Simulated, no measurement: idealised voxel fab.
The document below concerns the process module designated voxel gate over fins.
Cross-section cut: width 150 nm, square cells of 5 nm.
We lay out every cross-section as a grid of square cells and spell it out in bands from the top down, where one band means one or more rows of cells.
In this notation a band is specified by the heights of its top and bottom, in that order and in nm, after which its materials appear from left to right, each paired with its width in nm. The word "full width" attached to a single material means that material fills the band from edge to edge; the word "air" stands for empty space.
The level at which height equals 0 is the one under which the wafer, as it arrives, is entirely one material. No lower edge exists for the bottom band, which continues downward and is notated as in "from 0 down".
The expression "30->40" gives the width at the extremes of the band, the first number at its top row of cells and the second at its bottom row, with the width changing by equal amounts from each row to the next in between.
Step note "identical to before" = no cross-section cell changed.
Entry "Enclosed void listing". Content: empty spaces with no open connection to the top, size 8 cells or greater. Each: width x height at distance. Distance: from left edge. Unit: nm.
Anything after a step's settings on that line? It's the simulator's own note about the step.
The line of a step may include "overlay nm". On a step with a mask, this value is how far to the right of its planned place the mask lay. A negative value means the mask lay to the left.
### These are the steps we planned for the process
1) RECEIVE: material Si
2) CONFORMAL_DEP: material SiN, thk nm 5
3) DIRECTIONAL_DEP: material aC, thk nm 10
4) PATTERN: tone cover, mask id FINS, material resist, width nm 15, pitch nm 40, thk nm 25, overlay nm 0
5) DIRECTIONAL_ETCH: etch materials aC, depth nm 10
6) STRIP: etch materials resist
7) DIRECTIONAL_ETCH: etch materials SiN, depth nm 5
8) DIRECTIONAL_ETCH: etch materials Si, depth nm 30
9) STRIP: etch materials aC
10) FILL_DEP: material SiO2, thk nm 10
11) CMP: height nm 5
12) SELECTIVE_ETCH: etch materials SiO2, depth nm 15
13) STRIP: etch materials SiN
14) CONFORMAL_DEP: material HfO2, thk nm 5
15) CONFORMAL_DEP: material TiN, thk nm 5
16) FILL_DEP: material W, thk nm 10
17) CMP: height nm 15
18) CONFORMAL_DEP: material SiN, thk nm 5
### First out of two wafers; run went to plan
### Wafer cross-section on receipt, i.e. after step 1
    from 0 down = Si full width
    Enclosed void listing: none
### Cross-sectional representation of the wafer at the conclusion of step 2
    from 5 to 0 = SiN full width
    Heights below 0 show no change.
### Cross-sectional representation of the wafer at the conclusion of step 3
    from 15 to 5 = aC full width
    Heights below 5 show no change.
### Cross-sectional representation of the wafer at the conclusion of step 4
    from 40 to 15 = air=45 | resist=15 | air=25 | resist=15 | air=50
    Heights below 15 show no change.
### Cross-sectional representation of the wafer at the conclusion of step 5
    from 30 to 15 = air=45 | resist=15 | air=25 | resist=15 | air=50
    from 15 to 5 = air=45 | aC=15 | air=25 | aC=15 | air=50
    Heights below 5 show no change.
### Cross-sectional representation of the wafer at the conclusion of step 6
    from 15 to 5 = air=45 | aC=15 | air=25 | aC=15 | air=50
    Heights below 5 show no change.
### Cross-sectional representation of the wafer at the conclusion of step 7
    from 15 to 5 = air=45 | aC=15 | air=25 | aC=15 | air=50
    from 5 to 0 = air=45 | SiN=15 | air=25 | SiN=15 | air=50
    Heights below 0 show no change.
### Cross-sectional representation of the wafer at the conclusion of step 8
    from 15 to 5 = air=45 | aC=15 | air=25 | aC=15 | air=50
    from 5 to 0 = air=45 | SiN=15 | air=25 | SiN=15 | air=50
    from 0 to -30 = air=45 | Si=15 | air=25 | Si=15 | air=50
    Heights below -30 show no change.
### Cross-sectional representation of the wafer at the conclusion of step 9
    from 5 to 0 = air=45 | SiN=15 | air=25 | SiN=15 | air=50
    Heights below 0 show no change.
### Cross-sectional representation of the wafer at the conclusion of step 10
    from 15 to 5 = SiO2 full width
    from 5 to 0 = SiO2=45 | SiN=15 | SiO2=25 | SiN=15 | SiO2=50
    from 0 to -30 = SiO2=45 | Si=15 | SiO2=25 | Si=15 | SiO2=50
    Heights below -30 show no change.
### Cross-sectional representation of the wafer at the conclusion of step 11
    from 5 to 0 = SiO2=45 | SiN=15 | SiO2=25 | SiN=15 | SiO2=50
    Heights below 0 show no change.
### Cross-sectional representation of the wafer at the conclusion of step 12
    from 5 to 0 = air=45 | SiN=15 | air=25 | SiN=15 | air=50
    from 0 to -10 = air=45 | Si=15 | air=25 | Si=15 | air=50
    Heights below -10 show no change.
### Cross-sectional representation of the wafer at the conclusion of step 13
    from 0 to -10 = air=45 | Si=15 | air=25 | Si=15 | air=50
    Heights below -10 show no change.
### Cross-sectional representation of the wafer at the conclusion of step 14
    from 5 to 0 = air=40 | HfO2=25 | air=15 | HfO2=25 | air=45
    from 0 to -5 = air=40 | HfO2=5 | Si=15 | HfO2=5 | air=15 | HfO2=5 | Si=15 | HfO2=5 | air=45
    from -5 to -10 = HfO2=45 | Si=15 | HfO2=25 | Si=15 | HfO2=50
    Heights below -10 show no change.
### Cross-sectional representation of the wafer at the conclusion of step 15
    from 10 to 5 = air=35 | TiN=35 | air=5 | TiN=35 | air=40
    from 5 to 0 = air=35 | TiN=5 | HfO2=25 | TiN=5 | air=5 | TiN=5 | HfO2=25 | TiN=5 | air=40
    from 0 to -5 = TiN=40 | HfO2=5 | Si=15 | HfO2=5 | TiN=15 | HfO2=5 | Si=15 | HfO2=5 | TiN=45
    Heights below -5 show no change.
### Cross-sectional representation of the wafer at the conclusion of step 16
    from 20 to 10 = W full width
    from 10 to 5 = W=35 | TiN=35 | W=5 | TiN=35 | W=40
    from 5 to 0 = W=35 | TiN=5 | HfO2=25 | TiN=5 | W=5 | TiN=5 | HfO2=25 | TiN=5 | W=40
    Heights below 0 show no change.
### Cross-sectional representation of the wafer at the conclusion of step 17
    from 15 to 10 = W full width
    Heights below 10 show no change.
### Cross-sectional representation of the wafer at the conclusion of step 18
    from 20 to 15 = SiN full width
    Heights below 15 show no change.
### Second wafer: same start and same plan as the first, one execution error; identical to the first through step 13
### Planned end of step 14: second wafer, cross-section
    from 5 to 0 = air=40 | TiN=25 | air=15 | TiN=25 | air=45
    from 0 to -5 = air=40 | TiN=5 | Si=15 | TiN=5 | air=15 | TiN=5 | Si=15 | TiN=5 | air=45
    from -5 to -10 = TiN=45 | Si=15 | TiN=25 | Si=15 | TiN=50
    Heights below -10 show no change.
### Planned end of step 15: second wafer, cross-section
    from 10 to 5 = air=35 | HfO2=35 | air=5 | HfO2=35 | air=40
    from 5 to 0 = air=35 | HfO2=5 | TiN=25 | HfO2=5 | air=5 | HfO2=5 | TiN=25 | HfO2=5 | air=40
    from 0 to -5 = HfO2=40 | TiN=5 | Si=15 | TiN=5 | HfO2=15 | TiN=5 | Si=15 | TiN=5 | HfO2=45
    Heights below -5 show no change.
### Planned end of step 16: second wafer, cross-section
    from 20 to 10 = W full width
    from 10 to 5 = W=35 | HfO2=35 | W=5 | HfO2=35 | W=40
    from 5 to 0 = W=35 | HfO2=5 | TiN=25 | HfO2=5 | W=5 | HfO2=5 | TiN=25 | HfO2=5 | W=40
    Heights below 0 show no change.
### Planned end of step 17: second wafer, cross-section
    from 15 to 10 = W full width
    Heights below 10 show no change.
### Planned end of step 18: second wafer, cross-section
    from 20 to 15 = SiN full width
    Heights below 15 show no change.
Where did the run depart from the plan? contrary to the plan, steps 14 and 15 were processed in exchanged order
Both wafers, final: cells per material equal; arrangement not.
